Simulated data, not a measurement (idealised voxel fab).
Presented below is a process module, voxel self aligned vias.
cross-section cut | 210 nm wide | cells 5 nm
Cross-section = grid of square cells, listed top down in bands; band = one or more rows. For a band, the entry starts with two heights in nm, that of the top and then that of the bottom, and carries on with the band's materials in order from left to right, each alongside its width in nm; the word "throughout" beside a single material means it fills the band edge to edge, and "air" means empty space. Beneath 0, the wafer as received is one material, and that level is where height counting begins. The lowest band goes on downward without a bottom; it is written like "0 and below". A two-number width, for instance "30 to 40", indicates that the width is equal to the first number in the top row of the band and to the second number in the bottom row, and that it changes by a constant amount per row of cells. Reading "no alteration" for a step: not a cell of the cross-section changed in it. What "Cavities, closed" gives you is every empty space of 8 cells or more that is cut off from the top. Each appears as width x height at distance, with the distance taken from the left edge and width, height and distance all in nm. It should be noted that, on the line of a given step, the content following the step's settings is a remark produced by the simulator itself with respect to that step. "overlay nm" on a masked step: distance the mask lay right of its planned place, negative for left.
Intended process steps
- 1: op RECEIVE | material Si
- 2: op CONFORMAL_DEP | material SiO2 | thk nm 10
- 3: op CONFORMAL_DEP | material SiCN | thk nm 5
- 4: op DIRECTIONAL_DEP | material SiO2 | thk nm 25
- 5: op DIRECTIONAL_DEP | material aC | thk nm 15
- 6: op PATTERN | tone open | mask id LINES | material resist | width nm 20 | pitch nm 65 | thk nm 30 | overlay nm 0
- 7: op DIRECTIONAL_ETCH | etch materials aC | depth nm 15
- 8: op STRIP | etch materials resist
- 9: op DIRECTIONAL_ETCH | etch materials SiO2 | depth nm 25
- 10: op STRIP | etch materials aC
- 11: op CONFORMAL_DEP | material TiN | thk nm 5
- 12: op FILL_DEP | material Ru | thk nm 10
- 13: op CMP | height nm 40
- 14: op SELECTIVE_ETCH | etch materials W Ru TiN | depth nm 10
- 15: op FILL_DEP | material SiN | thk nm 5
- 16: op CMP | height nm 40
- 17: op DIRECTIONAL_DEP | material SiO2 | thk nm 20
- 18: op MASKED_ETCH | tone open | mask id VIAS | width nm 40 | pitch nm 130 | etch materials SiO2 | depth nm 20 | overlay nm 0
- 19: op MASKED_ETCH | tone open | mask id VIAS | width nm 40 | pitch nm 130 | etch materials SiN | depth nm 10 | overlay nm 0
- 20: op CONFORMAL_DEP | material TiN | thk nm 5
- 21: op FILL_DEP | material Cu | thk nm 10
- 22: op CMP | height nm 60
- 23: op CONFORMAL_DEP | material SiCN | thk nm 5
As received, after step 1
0 and below | Si throughout
Cavities, closed: none
Cross-section taken at module completion on the first of two wafers; processed per the plan
65 down to 60 | SiCN throughout
60 down to 45 | 20 of SiO2  5 of TiN  30 of Cu  5 of TiN  90 of SiO2  5 of TiN  30 of Cu  5 of TiN  20 of SiO2
45 down to 40 | 20 of SiO2  15 of TiN  10 of Cu  15 of TiN  90 of SiO2  15 of TiN  10 of Cu  15 of TiN  20 of SiO2
40 down to 35 | 30 of SiO2  5 of TiN  10 of Cu  5 of TiN  45 of SiO2  20 of SiN  45 of SiO2  5 of TiN  10 of Cu  5 of TiN  30 of SiO2
35 down to 30 | 30 of SiO2  20 of TiN  45 of SiO2  20 of SiN  45 of SiO2  20 of TiN  30 of SiO2
30 down to 20 | 30 of SiO2  5 of TiN  10 of Ru  5 of TiN  45 of SiO2  5 of TiN  10 of Ru  5 of TiN  45 of SiO2  5 of TiN  10 of Ru  5 of TiN  30 of SiO2
20 down to 15 | 30 of SiO2  20 of TiN  45 of SiO2  20 of TiN  45 of SiO2  20 of TiN  30 of SiO2
15 down to 10 | SiCN throughout
10 down to 0 | SiO2 throughout
0 and below | Si throughout
Cavities, closed: none
Here is the second of the two wafers cut open at the end of the module - same start, same plan as the first one, but we made one mistake running it
65 down to 60 | SiCN throughout
60 down to 45 | 20 of SiO2  5 of TiN  30 of Cu  5 of TiN  90 of SiO2  5 of TiN  30 of Cu  5 of TiN  20 of SiO2
45 down to 40 | 20 of SiO2  5 of TiN  10 of Cu  25 of TiN  90 of SiO2  5 of TiN  10 of Cu  25 of TiN  20 of SiO2
40 down to 35 | 20 of SiO2  5 of TiN  10 of Cu  5 of TiN  45 of SiO2  20 of SiN  45 of SiO2  5 of TiN  10 of Cu  5 of TiN  40 of SiO2
35 down to 30 | 20 of SiO2  20 of TiN  45 of SiO2  20 of SiN  45 of SiO2  20 of TiN  40 of SiO2
30 down to 20 | 20 of SiO2  5 of TiN  10 of Ru  5 of TiN  45 of SiO2  5 of TiN  10 of Ru  5 of TiN  45 of SiO2  5 of TiN  10 of Ru  5 of TiN  40 of SiO2
20 down to 15 | 20 of SiO2  20 of TiN  45 of SiO2  20 of TiN  45 of SiO2  20 of TiN  40 of SiO2
15 down to 10 | SiCN throughout
10 down to 0 | SiO2 throughout
0 and below | Si throughout
Cavities, closed: none
Short version of what went wrong: step 6 went in with a setting other than planned; the actual run was op PATTERN | tone open | mask id LINES | material resist | width nm 20 | pitch nm 65 | thk nm 30 | overlay nm -10
Final wafers compared: equal cell tally per material, rearranged layout.
